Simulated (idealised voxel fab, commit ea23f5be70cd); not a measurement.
Presented below is a process module, voxel ribs on slabs.
260 nm wide, 5 nm square cells: that's cross-section cut.
Reading order for cross-sections: top band down to bottom band. Underlying form: a grid of square cells. Band size: one or more rows of cells.
Band entry format. Leading values: height of top, height of bottom, nm. Remainder: materials in left-to-right order, each with its width in nm. Special words: "all across" on a single material, which then fills the band edge to edge; "empty", empty space.
The level at which height equals 0 is the one under which the wafer, as it arrives, is entirely one material. No lower edge exists for the bottom band, which continues downward and is notated as in "z 0 and below".
Top row gets the first number, bottom row gets the second, and each row in between changes by the same step: that is how a band width like "30->40" works.
"nothing altered" for a step: no cell of the cross-section changed in that step.
In "Closed void register" the enclosed voids are listed, meaning empty spaces of 8 cells or larger without any opening to the top. The form is width x height at distance, distance from the left edge, units nm.
On each step's line, the part that comes after the settings is the simulator's own comment on the step.
On any step carrying a mask, the "overlay nm" setting, if present on the step's line, tells how far right of its planned place the mask lay; negative values point to the left.

Planned step list for the process:
1,op RECEIVE | material Si
2,op DIRECTIONAL_DEP | material SiO2 | thk nm 20
3,op DIRECTIONAL_DEP | material SiN | thk nm 15
4,op PATTERN | tone cover | mask id RIB | material resist | width nm 15 | thk nm 15 | overlay nm 0
5,op DIRECTIONAL_ETCH | etch materials SiN | depth nm 5
6,op STRIP | etch materials resist
7,op DIRECTIONAL_DEP | material aC | thk nm 10
8,op PATTERN | tone cover | mask id SLAB | material resist | width nm 65 | thk nm 30 | overlay nm 0
9,op DIRECTIONAL_ETCH | etch materials aC | depth nm 10
10,op STRIP | etch materials resist
11,op DIRECTIONAL_ETCH | etch materials SiN | depth nm 10
12,op STRIP | etch materials aC
13,op FILL_DEP | material SiO2 | thk nm 15
14,op CMP | height nm 45
15,op DIRECTIONAL_DEP | material TiN | thk nm 5
16,op DIRECTIONAL_DEP | material aC | thk nm 10
17,op PATTERN | tone cover | mask id HEATER | material resist | width nm 25 | thk nm 25 | overlay nm 0
18,op DIRECTIONAL_ETCH | etch materials aC | depth nm 10
19,op STRIP | etch materials resist
20,op DIRECTIONAL_ETCH | etch materials TiN | depth nm 5
21,op STRIP | etch materials aC
22,op CONFORMAL_DEP | material SiO2 | thk nm 10

Cross-section: wafer on arrival = after step 1:
	z 0 and below: Si all across
	Closed void register: none

Cross-sectional image of the first of two wafers at the end of the module, the run having proceeded as planned:
	z 60 to 55: 105 nm empty, then 45 nm SiO2, then 110 nm empty
	z 55 to 50: SiO2 all across
	z 50 to 45: 115 nm SiO2, then 25 nm TiN, then 120 nm SiO2
	z 45 to 35: SiO2 all across
	z 35 to 30: 120 nm SiO2, then 15 nm SiN, then 125 nm SiO2
	z 30 to 20: 95 nm SiO2, then 65 nm SiN, then 100 nm SiO2
	z 20 to 0: SiO2 all across
	z 0 and below: Si all across
	Closed void register: none

Second wafer at the end: like start, like plan, one mistake:
	z 60 to 55: 105 nm empty, then 45 nm SiO2, then 110 nm empty
	z 55 to 50: SiO2 all across
	z 50 to 45: 115 nm SiO2, then 25 nm TiN, then 120 nm SiO2
	z 45 to 35: SiO2 all across
	z 35 to 30: 110 nm SiO2, then 15 nm SiN, then 135 nm SiO2
	z 30 to 20: 95 nm SiO2, then 65 nm SiN, then 100 nm SiO2
	z 20 to 0: SiO2 all across
	z 0 and below: Si all across
	Closed void register: none
In executing the process, a mistake was made relative to the plan: in deviation from the planned setting, step 4 was conducted as op PATTERN | tone cover | mask id RIB | material resist | width nm 15 | thk nm 15 | overlay nm -10
At the end, each material covers as many cells on the second wafer as it does on the first, though the cells it covers are elsewhere.
